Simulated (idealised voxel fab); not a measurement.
Documented hereafter: the process module known as voxel wiring stack.
We display cut, a cross-section 180 nm in width whose square cells are each 5 nm.
Each cross-section below is a grid of square cells, stated as bands in top-down order, with one or more rows of cells making up each band. Each band's line starts with the height of the band's top and of its bottom, in nm. Then come its materials from left to right, each with its width in nm. One material with "all across" fills the band from edge to edge. "air" is empty space. Basically, 0 is our baseline, since under it the wafer straight out of the box is all one material. The bottom band has no lower end and keeps on going down, so it looks like "z 0 and below". The notation "30..40" denotes a width that varies across the rows of cells in the band, beginning at the first number in the top row, finishing at the second number in the bottom row, and changing by an identical amount from each row to the next. A step reported as "stayed the same" is a step in which no cell of the cross-section changed. For the entry "Closed void list", the listed items are empty spaces with no open way to the top whose size is 8 cells or more; each item follows the pattern width x height at distance, where distance is from the left edge and all three are in nm. The remark found on a step's line after its settings is issued by the simulator itself and pertains to that step. Each step line may optionally specify "overlay nm", which for a step with a mask gives the rightward distance between the mask's planned place and where it lay, a negative value indicating the leftward direction.

PROCESS STEPS FORESEEN IN THE PLAN
1: RECEIVE [material Si]
2: CONFORMAL_DEP [material SiO2] [thk nm 10]
3: CONFORMAL_DEP [material SiN] [thk nm 5]
4: DIRECTIONAL_DEP [material SiO2] [thk nm 25]
5: MASKED_ETCH [tone open] [mask id METAL_1] [width nm 30] [pitch nm 55] [etch materials SiO2] [depth nm 25] [overlay nm 0]
6: MASKED_ETCH [tone open] [mask id METAL_1] [width nm 30] [pitch nm 55] [etch materials SiN] [depth nm 5] [overlay nm 0]
7: CONFORMAL_DEP [material TiN] [thk nm 5]
8: FILL_DEP [material Cu] [thk nm 5]
9: CMP [height nm 40]
10: CONFORMAL_DEP [material SiCN] [thk nm 5]
11: DIRECTIONAL_DEP [material lowk] [thk nm 15]
12: DIRECTIONAL_DEP [material aC] [thk nm 15]
13: PATTERN [tone open] [mask id PLUG_1] [material resist] [width nm 15] [thk nm 35] [overlay nm 0]
14: DIRECTIONAL_ETCH [etch materials aC] [depth nm 15]
15: STRIP [etch materials resist]
16: DIRECTIONAL_ETCH [etch materials lowk] [depth nm 15]
17: DIRECTIONAL_ETCH [etch materials SiCN] [depth nm 5]
18: STRIP [etch materials aC]
19: EPI [material Ru] [thk nm 10]
20: EPI [material Ru] [thk nm 10]
21: CONFORMAL_DEP [material SiCN] [thk nm 5]
22: DIRECTIONAL_DEP [material SiO2] [thk nm 15]
23: DIRECTIONAL_DEP [material aC] [thk nm 15]
24: PATTERN [tone open] [mask id METAL_2] [material resist] [width nm 30] [pitch nm 55] [thk nm 35] [overlay nm 0]
25: DIRECTIONAL_ETCH [etch materials aC] [depth nm 15]
26: STRIP [etch materials resist]
27: DIRECTIONAL_ETCH [etch materials SiO2] [depth nm 15]
28: DIRECTIONAL_ETCH [etch materials SiCN] [depth nm 5]
29: STRIP [etch materials aC]
30: CONFORMAL_DEP [material TiN] [thk nm 5]
31: FILL_DEP [material W] [thk nm 10]
32: CMP [height nm 80]
33: CONFORMAL_DEP [material SiCN] [thk nm 5]
34: DIRECTIONAL_DEP [material SiO2] [thk nm 15]
35: DIRECTIONAL_DEP [material aC] [thk nm 15]
36: PATTERN [tone open] [mask id PLUG_2] [material resist] [width nm 15] [pitch nm 55] [thk nm 30] [overlay nm 0]
37: DIRECTIONAL_ETCH [etch materials aC] [depth nm 15]
38: STRIP [etch materials resist]
39: DIRECTIONAL_ETCH [etch materials SiO2] [depth nm 15]
40: DIRECTIONAL_ETCH [etch materials SiCN] [depth nm 5]
41: STRIP [etch materials aC]
42: CONFORMAL_DEP [material TiN] [thk nm 5]
43: FILL_DEP [material Ru] [thk nm 5]
44: CMP [height nm 100]
45: DIRECTIONAL_DEP [material TiN] [thk nm 5]
46: DIRECTIONAL_DEP [material Ru] [thk nm 25]
47: MASKED_ETCH [tone cover] [mask id METAL_3] [width nm 30] [pitch nm 55] [etch materials Ru] [depth nm 25] [overlay nm 0]
48: MASKED_ETCH [tone cover] [mask id METAL_3] [width nm 30] [pitch nm 55] [etch materials TiN] [depth nm 5] [overlay nm 0]
49: CONFORMAL_DEP [material SiCN] [thk nm 5]
50: FILL_DEP [material SiO2] [thk nm 5]
51: CMP [height nm 130]
52: CONFORMAL_DEP [material SiCN] [thk nm 5]
53: DIRECTIONAL_DEP [material lowk] [thk nm 25]
54: PATTERN [tone open] [mask id METAL_4_HOLES] [material resist] [width nm 15] [pitch nm 55] [thk nm 15] [overlay nm 0]
55: DIRECTIONAL_ETCH [etch materials lowk] [depth nm 25]
56: STRIP [etch materials resist]
57: MASKED_ETCH [tone open] [mask id METAL_4] [width nm 30] [pitch nm 55] [etch materials lowk] [depth nm 15] [overlay nm 0]
58: MASKED_ETCH [tone open] [mask id METAL_4] [width nm 30] [pitch nm 55] [etch materials SiCN] [depth nm 5] [overlay nm 0]
59: CONFORMAL_DEP [material TiN] [thk nm 5]
60: FILL_DEP [material Cu] [thk nm 10]
61: CMP [height nm 160]
62: CONFORMAL_DEP [material SiCN] [thk nm 5]

CROSS-SECTION OF THE WAFER AS IT CAME TO US, I.E., ALREADY THROUGH STEP 1
z 0 and below: Si all across
Closed void list: none

SAME STARTING WAFER, SAME PLAN AS ABOVE, ONE MISTAKE IN THE EXECUTION; THIS IS THE CROSS-SECTION AT THE END OF THE MODULE
z 165 to 160: SiCN all across
z 160 to 150: 45 of lowk  5 of TiN  20 of Cu  5 of TiN  25 of lowk  5 of TiN  20 of Cu  5 of TiN  50 of lowk
z 150 to 145: 45 of lowk  5 of TiN  5 of Cu  20 of TiN  25 of lowk  5 of TiN  5 of Cu  20 of TiN  50 of lowk
z 145 to 135: 45 of lowk  5 of TiN  5 of Cu  5 of TiN  40 of lowk  5 of TiN  5 of Cu  5 of TiN  65 of lowk
z 135 to 130: 45 of SiCN  15 of TiN  40 of SiCN  15 of TiN  65 of SiCN
z 130 to 105: 40 of SiO2  5 of SiCN  30 of Ru  5 of SiCN  15 of SiO2  5 of SiCN  30 of Ru  5 of SiCN  45 of SiO2
z 105 to 100: 45 of SiCN  30 of TiN  25 of SiCN  30 of TiN  50 of SiCN
z 100 to 85: 45 of SiO2  5 of TiN  5 of Ru  5 of TiN  40 of SiO2  5 of TiN  5 of Ru  5 of TiN  65 of SiO2
z 85 to 80: 45 of SiCN  15 of TiN  40 of SiCN  15 of TiN  65 of SiCN
z 80 to 65: 45 of SiO2  5 of TiN  20 of W  5 of TiN  25 of SiO2  5 of TiN  20 of W  5 of TiN  50 of SiO2
z 65 to 60: 45 of SiCN  30 of TiN  25 of SiCN  30 of TiN  50 of SiCN
z 60 to 45: 45 of lowk  15 of Ru  120 of lowk
z 45 to 40: 45 of SiCN  15 of Ru  120 of SiCN
z 40 to 35: 50 of TiN  20 of Cu  35 of TiN  20 of Cu  55 of TiN
z 35 to 15: 45 of SiO2  5 of TiN  20 of Cu  5 of TiN  25 of SiO2  5 of TiN  20 of Cu  5 of TiN  50 of SiO2
z 15 to 10: 45 of SiO2  30 of TiN  25 of SiO2  30 of TiN  50 of SiO2
z 10 to 0: SiO2 all across
z 0 and below: Si all across
Closed void list: none
Deviation noted in wafer processing: with respect to the plan, step 3 was omitted and not executed
